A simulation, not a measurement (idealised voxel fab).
process module | voxel spacer lines
cross-section cut | 160 nm wide | cells 5 nm
A cross-section is a grid of square cells, given in bands from the top down. A band is one or more rows of cells.
Each band's line starts with the height of the band's top and of its bottom, in nm. Then come its materials from left to right, each with its width in nm. One material with "throughout" fills the band from edge to edge. "air" is empty space.
Height 0 is the level under which the wafer as received is all one material. The lowest band goes on downwards, as in "0 down".
A width such as "30 to 40" changes by the same amount from each row of cells to the next, from the band's top row to its bottom row.
"no change" after a step means that no cell of the cross-section changed.
closed voids: empty space of 8 cells or more with no open way to the top, each as width x height at its distance from the left edge, in nm
after a step's settings: what the simulator itself notes on the step
overlay nm, on a step with a mask: how far to the right of its planned place the mask lay; to the left if negative
plan
1 op RECEIVE | material Si
2 op CONFORMAL_DEP | material Al2O3 | thk nm 5
3 op DIRECTIONAL_DEP | material TiN | thk nm 15
4 op DIRECTIONAL_DEP | material polySi | thk nm 20
5 op PATTERN | tone cover | mask id MANDREL | material resist | width nm 25 | pitch nm 80 | thk nm 30 | overlay nm 0
6 op DIRECTIONAL_ETCH | etch materials polySi | depth nm 20
7 op STRIP | etch materials resist
8 op CONFORMAL_DEP | material SiO2 | thk nm 15
9 op DIRECTIONAL_ETCH | etch materials SiO2 | depth nm 15
10 op STRIP | etch materials polySi
11 op DIRECTIONAL_ETCH | etch materials TiN | depth nm 15
12 op STRIP | etch materials SiO2
13 op FILL_DEP | material lowk | thk nm 10
14 op CMP | height nm 20
as received, after step 1
  0 down: Si throughout
  closed voids: none
a wafer at the end: this start, this plan, one mistake
  20 to 5: lowk 10 | TiN 15 | lowk 30 | TiN 15 | lowk 20 | TiN 15 | lowk 30 | TiN 15 | lowk 10
  5 to 0: Al2O3 throughout
  0 down: Si throughout
  closed voids: none
what went wrong: step 5 ran as: op PATTERN | tone cover | mask id MANDREL | material resist | width nm 30 | pitch nm 80 | thk nm 30 | overlay nm 0
